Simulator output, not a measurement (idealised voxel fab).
Documented hereafter: the process module known as voxel double patterning.
Square cells of 5 nm make up the cross-section cut, whose width is 300 nm.
Cross-section format: a grid of square cells, given as bands from top to bottom; each band is one or more rows of cells.
The entry gives the band's vertical extent as a top height and a bottom height in nm, then its horizontal make-up as materials from left to right, each with a width in nm. "empty" stands for empty space; a single material marked "full width" fills the band edge to edge.
Heights are measured from 0, the level below which the as-received wafer is all one material; the lowest band has no bottom and continues downward, written as in "from 0 down".
Per-row width for "30 to 40": begins at first number (top row of band), ends at second number (bottom row), increment between rows held constant.
"identical to before", as given for a step, is the statement that not any cell of the cross-section underwent a change during that step.
Entry "Unvented internal voids" = empty spaces >= 8 cells with no open way to the top; each as width x height at distance, distance from left edge, all nm.
Heads up: the bit after the settings on a step's line is the simulator's remark on that step.
The line of a step may include "overlay nm". On a step with a mask, this value is how far to the right of its planned place the mask lay. A negative value means the mask lay to the left.

Listed below are the process steps as planned:
1: RECEIVE,material Si
2: CONFORMAL_DEP,material SiO2,thk nm 10
3: DIRECTIONAL_DEP,material TiN,thk nm 15
4: DIRECTIONAL_DEP,material SiCN,thk nm 5
5: DIRECTIONAL_DEP,material aC,thk nm 10
6: PATTERN,tone open,mask id FIRST,material resist,width nm 15,pitch nm 50,thk nm 30,overlay nm 0
7: DIRECTIONAL_ETCH,etch materials aC,depth nm 10
8: STRIP,etch materials resist
9: DIRECTIONAL_ETCH,etch materials SiCN,depth nm 5
10: STRIP,etch materials aC
11: MASKED_ETCH,tone open,mask id SECOND,width nm 15,pitch nm 50,etch materials SiCN,depth nm 5,overlay nm 0
12: DIRECTIONAL_ETCH,etch materials TiN,depth nm 15
13: STRIP,etch materials SiCN

Cross-section of the wafer upon arrival, representing the state reached after step 1:
	from 0 down = Si full width
	Unvented internal voids: none

First wafer of two, sectioned at end of module; run went per plan:
	from 25 to 10 = TiN (90), then empty (15), then TiN (10), then empty (15), then TiN (10), then empty (15), then TiN (10), then empty (15), then TiN (10), then empty (15), then TiN (95)
	from 10 to 0 = SiO2 full width
	from 0 down = Si full width
	Unvented internal voids: none

Here's the second of our two wafers sectioned at module end. Same start as the first, same plan, but one mistake got made running it:
	from 35 to 20 = TiN (90), then empty (15), then TiN (10), then empty (15), then TiN (10), then empty (15), then TiN (10), then empty (15), then TiN (10), then empty (15), then TiN (95)
	from 20 to 10 = TiN full width
	from 10 to 0 = SiO2 full width
	from 0 down = Si full width
	Unvented internal voids: none
Short version of what went wrong: step 3 did not use the planned setting and instead ran as DIRECTIONAL_DEP,material TiN,thk nm 25
Wrapping up, a cell-based count of both wafers puts the second over or under the first for these materials: TiN: 120 more
